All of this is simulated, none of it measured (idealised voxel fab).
Herein follows the process module entitled voxel tone inversion.
The cross-section on display is named cut; it measures 195 nm wide, and its cells are 5 nm squares.
Cross-section format: a grid of square cells, given as bands from top to bottom; each band is one or more rows of cells.
Within each band entry, the heights of the top and of the bottom of the band appear first, in that order and in nm; the materials of the band then follow from left to right, each with its corresponding width in nm. The designation "everywhere" on a single material indicates that it fills the band from edge to edge; the designation "air" indicates empty space.
Basically, 0 is our baseline, since under it the wafer straight out of the box is all one material. The bottom band has no lower end and keeps on going down, so it looks like "z 0 and below".
The expression "30 to 40" gives the width at the extremes of the band, the first number at its top row of cells and the second at its bottom row, with the width changing by equal amounts from each row to the next in between.
When a step is marked "same as before", none of the cells in the cross-section changed during that step.
In the "Enclosed internal voids" entry, you get each enclosed empty space of 8 cells or more, one with no open way to the top, written width x height at distance, distance from the left edge, in nm.
Heads up: the bit after the settings on a step's line is the simulator's remark on that step.
overlay nm: how far to the right of its planned place the mask lay on this masked step (negative: to the left).
Process steps - plan:
- 1: RECEIVE [material Si]
- 2: CONFORMAL_DEP [material SiCN] [thk nm 10]
- 3: DIRECTIONAL_DEP [material aC] [thk nm 20]
- 4: PATTERN [tone cover] [mask id POSTS] [material resist] [width nm 15] [pitch nm 45] [thk nm 25] [overlay nm 0]
- 5: DIRECTIONAL_ETCH [etch materials aC] [depth nm 20]
- 6: STRIP [etch materials resist]
- 7: FILL_DEP [material lowk] [thk nm 5]
- 8: CMP [height nm 20]
- 9: STRIP [etch materials aC]
- 10: CONFORMAL_DEP [material TiN] [thk nm 5]
- 11: FILL_DEP [material Cu] [thk nm 5]
- 12: CMP [height nm 30]
- 13: CONFORMAL_DEP [material SiCN] [thk nm 5]
Wafers differ in height nm at step 8; plan lists the first wafer's value; identical starting state.
As-received cross-section, first of several wafers, post step 1:
> z 0 and below = Si everywhere
> Enclosed internal voids: none
Table: wafers, a row each; end-of-module cell change per material since receipt, gain (+), loss (-); then closed voids:
height nm 20 | +45 Cu | +117 SiCN | +51 TiN | +60 lowk | Enclosed internal voids: none
height nm 25 | +9 Cu | +117 SiCN | +57 TiN | +90 lowk | Enclosed internal voids: none
height nm 30 | +9 Cu | +117 SiCN | +27 TiN | +120 lowk | Enclosed internal voids: none
height nm 35 | +117 SiCN | +36 aC | +120 lowk | Enclosed internal voids: none
